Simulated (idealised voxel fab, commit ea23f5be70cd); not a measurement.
The following is a process module called voxel transistor to metal.
This is section cut - it's 165 nm across, gridded in 5 nm square cells.
Cross-section, as written here: a square-cell grid given band by band from the top down, where a band holds one or more rows of cells. Heads up on the band format: heights come first, top then bottom, in nm. After that it's the materials left to right, each with its width in nm. A single material flagged "full width" fills the whole band edge to edge, and "air" means there's empty space there. Zero point of the height axis is 0; under it, received wafer = one material. Lowest band: continues down indefinitely, "0..down". A two-number width, for instance "30 to 40", indicates that the width is equal to the first number in the top row of the band and to the second number in the bottom row, and that it changes by a constant amount per row of cells. Given "remains unaltered" for a step, no cell of the cross-section differs between before and after that step. "Closed void listing": empty spaces of 8 cells or more with no open way to the top, each given as width x height at distance, distance from the left edge, all in nm. Note: text after step settings on the step line = simulator remark on that step. The line of a step may include "overlay nm". On a step with a mask, this value is how far to the right of its planned place the mask lay. A negative value means the mask lay to the left.

**Planned step list for the process**
| 1 | RECEIVE | material Si |
| 2 | OXIDIZE | depth nm 5 |
| 3 | CONFORMAL_DEP | material SiN | thk nm 15 |
| 4 | DIRECTIONAL_DEP | material aC | thk nm 10 |
| 5 | PATTERN | tone cover | mask id ACTIVE | material resist | width nm 110 | thk nm 25 | overlay nm 0 |
| 6 | DIRECTIONAL_ETCH | etch materials aC | depth nm 10 |
| 7 | STRIP | etch materials resist |
| 8 | DIRECTIONAL_ETCH | etch materials SiN | depth nm 15 |
| 9 | DIRECTIONAL_ETCH | etch materials SiO2 | depth nm 5 |
| 10 | DIRECTIONAL_ETCH | etch materials Si | depth nm 25 |
| 11 | STRIP | etch materials aC |
| 12 | FILL_DEP | material SiO2 | thk nm 5 |
| 13 | CMP | height nm 15 |
| 14 | SELECTIVE_ETCH | etch materials SiO2 | depth nm 10 |
| 15 | STRIP | etch materials SiN |
| 16 | SELECTIVE_ETCH | etch materials SiO2 | depth nm 5 |
| 17 | OXIDIZE | depth nm 5 |
| 18 | DIRECTIONAL_DEP | material polySi | thk nm 30 |
| 19 | DIRECTIONAL_DEP | material SiCN | thk nm 15 |
| 20 | MASKED_ETCH | tone cover | mask id GATE | width nm 20 | etch materials SiCN | depth nm 25 | overlay nm 0 |
| 21 | MASKED_ETCH | tone cover | mask id GATE | width nm 20 | etch materials polySi | depth nm 40 | overlay nm 0 |
| 22 | CONFORMAL_DEP | material SiO2 | thk nm 5 |
| 23 | DIRECTIONAL_ETCH | etch materials SiO2 | depth nm 5 |
| 24 | CONFORMAL_DEP | material SiN | thk nm 10 |
| 25 | DIRECTIONAL_ETCH | etch materials SiN | depth nm 10 |
| 26 | DIRECTIONAL_ETCH | etch materials SiO2 | depth nm 5 |
| 27 | EPI | material pSi | thk nm 5 |
| 28 | FILL_DEP | material SiO2 | thk nm 5 |
| 29 | CMP | height nm 40 |
| 30 | DIRECTIONAL_DEP | material SiO2 | thk nm 15 |
| 31 | PATTERN | tone open | mask id CONTACT | material resist | width nm 20 | pitch nm 80 | thk nm 20 | overlay nm 0 |
| 32 | DIRECTIONAL_ETCH | etch materials SiO2 | depth nm 60 |
| 33 | STRIP | etch materials resist |
| 34 | CONFORMAL_DEP | material TiN | thk nm 5 |
| 35 | FILL_DEP | material Ru | thk nm 5 |
| 36 | CMP | height nm 55 |
| 37 | DIRECTIONAL_DEP | material TiN | thk nm 5 |
| 38 | DIRECTIONAL_DEP | material W | thk nm 15 |
| 39 | PATTERN | tone cover | mask id METAL_1 | material resist | width nm 20 | pitch nm 80 | thk nm 20 | overlay nm 0 |
| 40 | DIRECTIONAL_ETCH | etch materials W | depth nm 15 |
| 41 | DIRECTIONAL_ETCH | etch materials TiN | depth nm 5 |
| 42 | STRIP | etch materials resist |
| 43 | FILL_DEP | material SiO2 | thk nm 10 |
| 44 | CMP | height nm 75 |
| 45 | CONFORMAL_DEP | material SiCN | thk nm 5 |
| 46 | DIRECTIONAL_DEP | material lowk | thk nm 30 |
| 47 | PATTERN | tone open | mask id METAL_2_HOLES | material resist | width nm 15 | pitch nm 80 | thk nm 15 | overlay nm 0 |
| 48 | DIRECTIONAL_ETCH | etch materials lowk | depth nm 30 |
| 49 | STRIP | etch materials resist |
| 50 | DIRECTIONAL_DEP | material aC | thk nm 10 |
| 51 | PATTERN | tone open | mask id METAL_2 | material resist | width nm 20 | pitch nm 80 | thk nm 30 | overlay nm 0 |
| 52 | DIRECTIONAL_ETCH | etch materials aC | depth nm 10 |
| 53 | STRIP | etch materials resist |
| 54 | DIRECTIONAL_ETCH | etch materials lowk | depth nm 15 |
| 55 | DIRECTIONAL_ETCH | etch materials SiCN | depth nm 5 |
| 56 | STRIP | etch materials aC |
| 57 | CONFORMAL_DEP | material TiN | thk nm 5 |
| 58 | FILL_DEP | material Cu | thk nm 10 |
| 59 | CMP | height nm 110 |
| 60 | CONFORMAL_DEP | material SiN | thk nm 5 |

**As-received wafer cross-section (after step 1)**
  0..down = Si full width
  Closed void listing: none

**Post-module cross-section: identical start and plan to those above, one misstep in execution**
  115..110 = SiN full width
  110..100 = lowk=30, TiN=5, Cu=10, TiN=5, lowk=60, TiN=5, Cu=10, TiN=5, lowk=35
  100..95 = lowk=30, TiN=5, Cu=5, TiN=10, lowk=60, TiN=5, Cu=5, TiN=10, lowk=35
  95..80 = lowk=30, TiN=5, Cu=5, TiN=5, lowk=65, TiN=5, Cu=5, TiN=5, lowk=40
  80..75 = SiCN=30, TiN=15, SiCN=65, TiN=15, SiCN=40
  75..60 = SiO2=30, W=20, SiO2=60, W=20, SiO2=35
  60..55 = SiO2=30, TiN=20, SiO2=60, TiN=20, SiO2=35
  55..40 = SiO2=30, TiN=5, Ru=10, TiN=5, SiO2=60, TiN=5, Ru=10, TiN=5, SiO2=35
  40..25 = SiO2=30, TiN=5, Ru=10, TiN=5, SiN=10, SiO2=5, SiCN=20, SiO2=5, SiN=10, SiO2=10, TiN=5, Ru=10, TiN=5, SiO2=35
  25..5 = SiO2=30, TiN=5, Ru=10, TiN=5, SiN=10, SiO2=5, polySi=25, SiO2=5, SiN=10, SiO2=5, TiN=5, Ru=10, TiN=5, SiO2=35
  5..0 = SiO2=30, TiN=10, Ru=5, TiN=5, SiN=10, SiO2=5, polySi=25, SiO2=5, SiN=10, SiO2=5, TiN=5, Ru=5, TiN=10, SiO2=35
  0..-5 = SiO2=25, SiN=10, TiN=15, SiN=10, SiO2=5, polySi=25, SiO2=5, SiN=10, SiO2=5, TiN=15, SiN=10, SiO2=30
  -5..-10 = SiO2=35, pSi=15, SiO2=55, pSi=20, SiO2=40
  -10..-30 = SiO2=25, Si=110, SiO2=30
  -30..down = Si full width
  Closed void listing: none
Short version of what went wrong: note that step 20 departed from the planned setting and was carried out as MASKED_ETCH | tone cover | mask id GATE | width nm 20 | etch materials SiCN | depth nm 25 | overlay nm -5
